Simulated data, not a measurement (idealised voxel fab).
process module | voxel self aligned vias
cross-section cut | 285 nm wide | cells 5 nm
A cross-section is a grid of square cells, given in bands from the top down. A band is one or more rows of cells.
Each band's line starts with the height of the band's top and of its bottom, in nm. Then come its materials from left to right, each with its width in nm. One material with "throughout" fills the band from edge to edge. "air" is empty space.
Height 0 is the level under which the wafer as received is all one material. The lowest band goes on downwards, as in "0 down".
A width such as "30 to 40" changes by the same amount from each row of cells to the next, from the band's top row to its bottom row.
"no change" after a step means that no cell of the cross-section changed.
closed voids: empty space of 8 cells or more with no open way to the top, each as width x height at its distance from the left edge, in nm
after a step's settings: what the simulator itself notes on the step
overlay nm, on a step with a mask: how far to the right of its planned place the mask lay; to the left if negative
plan
1 op RECEIVE | material Si
2 op CONFORMAL_DEP | material SiO2 | thk nm 15
3 op CONFORMAL_DEP | material SiCN | thk nm 5
4 op DIRECTIONAL_DEP | material lowk | thk nm 30
5 op PATTERN | tone open | mask id LINES | material resist | width nm 20 | pitch nm 65 | thk nm 15 | overlay nm 0
6 op DIRECTIONAL_ETCH | etch materials lowk | depth nm 30
7 op STRIP | etch materials resist
8 op CONFORMAL_DEP | material TiN | thk nm 5
9 op FILL_DEP | material W | thk nm 5
10 op CMP | height nm 50
11 op SELECTIVE_ETCH | etch materials W Ru TiN | depth nm 5
12 op FILL_DEP | material SiN | thk nm 5
13 op CMP | height nm 50
14 op DIRECTIONAL_DEP | material lowk | thk nm 15
15 op MASKED_ETCH | tone open | mask id VIAS | width nm 40 | etch materials lowk | depth nm 15 | overlay nm 0
16 op MASKED_ETCH | tone open | mask id VIAS | width nm 40 | etch materials SiN | depth nm 5 | overlay nm 0
17 op CONFORMAL_DEP | material TiN | thk nm 5
18 op FILL_DEP | material Cu | thk nm 5
19 op CMP | height nm 65
20 op CONFORMAL_DEP | material SiN | thk nm 5
as received, after step 1
  0 down: Si throughout
  closed voids: none
a wafer at the end: this start, this plan, one mistake
  70 to 65: SiO2 throughout
  65 to 55: lowk 90 | TiN 5 | Cu 30 | TiN 5 | lowk 155
  55 to 50: lowk 90 | TiN 15 | Cu 10 | TiN 15 | lowk 155
  50 to 45: lowk 100 | TiN 20 | lowk 45 | SiN 20 | lowk 100
  45 to 25: lowk 100 | TiN 5 | W 10 | TiN 5 | lowk 45 | TiN 5 | W 10 | TiN 5 | lowk 100
  25 to 20: lowk 100 | TiN 20 | lowk 45 | TiN 20 | lowk 100
  20 to 15: SiCN throughout
  15 to 0: SiO2 throughout
  0 down: Si throughout
  closed voids: none
what went wrong: step 20 ran as: op CONFORMAL_DEP | material SiO2 | thk nm 5
